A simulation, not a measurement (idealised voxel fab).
The name of this process module is voxel ribs on slabs.
215 nm wide, 5 nm square cells: that's cross-section cut.
Cross-section = grid of square cells, listed top down in bands; band = one or more rows. It is stipulated that each band's entry specify, in nanometres, the height of the top of the band and then that of its bottom, followed by the materials of the band in left-to-right sequence, each together with its width in nanometres. A single material marked by the word "all across" is understood to fill the band from edge to edge; the word "air" is understood to denote empty space. Beneath 0, the wafer as received is one material, and that level is where height counting begins. The lowest band goes on downward without a bottom; it is written like "z 0 and below". Graded width ("30..40"): value in top row of band = first number; value in bottom row = second number; row-to-row change constant. Step marked "nothing was modified"? Then no cell in the cross-section changed in it. Enclosed voids (no open way to top), threshold 8 cells or more, entry "Sealed void inventory", notation width x height at distance, distance from left edge, nm. Anything after a step's settings on that line? It's the simulator's own note about the step. When a step includes a mask, the "overlay nm" setting on its line states how far to the right of its planned place that mask lay, and negative values state how far to the left.

Process steps - plan:
1,RECEIVE with material Si
2,DIRECTIONAL_DEP with material SiO2, thk nm 30
3,DIRECTIONAL_DEP with material polySi, thk nm 15
4,PATTERN with tone cover, mask id RIB, material resist, width nm 20, thk nm 15, overlay nm 0
5,DIRECTIONAL_ETCH with etch materials polySi, depth nm 10
6,STRIP with etch materials resist
7,DIRECTIONAL_DEP with material aC, thk nm 10
8,PATTERN with tone cover, mask id SLAB, material resist, width nm 70, thk nm 30, overlay nm 0
9,DIRECTIONAL_ETCH with etch materials aC, depth nm 10
10,STRIP with etch materials resist
11,DIRECTIONAL_ETCH with etch materials polySi, depth nm 5
12,STRIP with etch materials aC
13,FILL_DEP with material SiO2, thk nm 20
14,CMP with height nm 55
15,DIRECTIONAL_DEP with material TiN, thk nm 5
16,DIRECTIONAL_DEP with material aC, thk nm 10
17,PATTERN with tone cover, mask id HEATER, material resist, width nm 30, thk nm 30, overlay nm 0
18,DIRECTIONAL_ETCH with etch materials aC, depth nm 10
19,STRIP with etch materials resist
20,DIRECTIONAL_ETCH with etch materials TiN, depth nm 5
21,STRIP with etch materials aC
22,CONFORMAL_DEP with material SiO2, thk nm 5

Wafer as received: cross-section following step 1:
> z 0 and below: Si all across
> Sealed void inventory: none

Wafer cross-section at end of module: start and plan as shown above, one execution error:
> z 60 to 55: 85 air | 40 SiO2 | 90 air
> z 55 to 50: 90 SiO2 | 30 TiN | 95 SiO2
> z 50 to 45: SiO2 all across
> z 45 to 35: 95 SiO2 | 20 polySi | 100 SiO2
> z 35 to 30: 70 SiO2 | 70 polySi | 75 SiO2
> z 30 to 0: SiO2 all across
> z 0 and below: Si all across
> Sealed void inventory: none
Misprocessing identified: it should be noted that step 14 was executed with settings other than those planned, the operation and settings actually applied being CMP with height nm 50
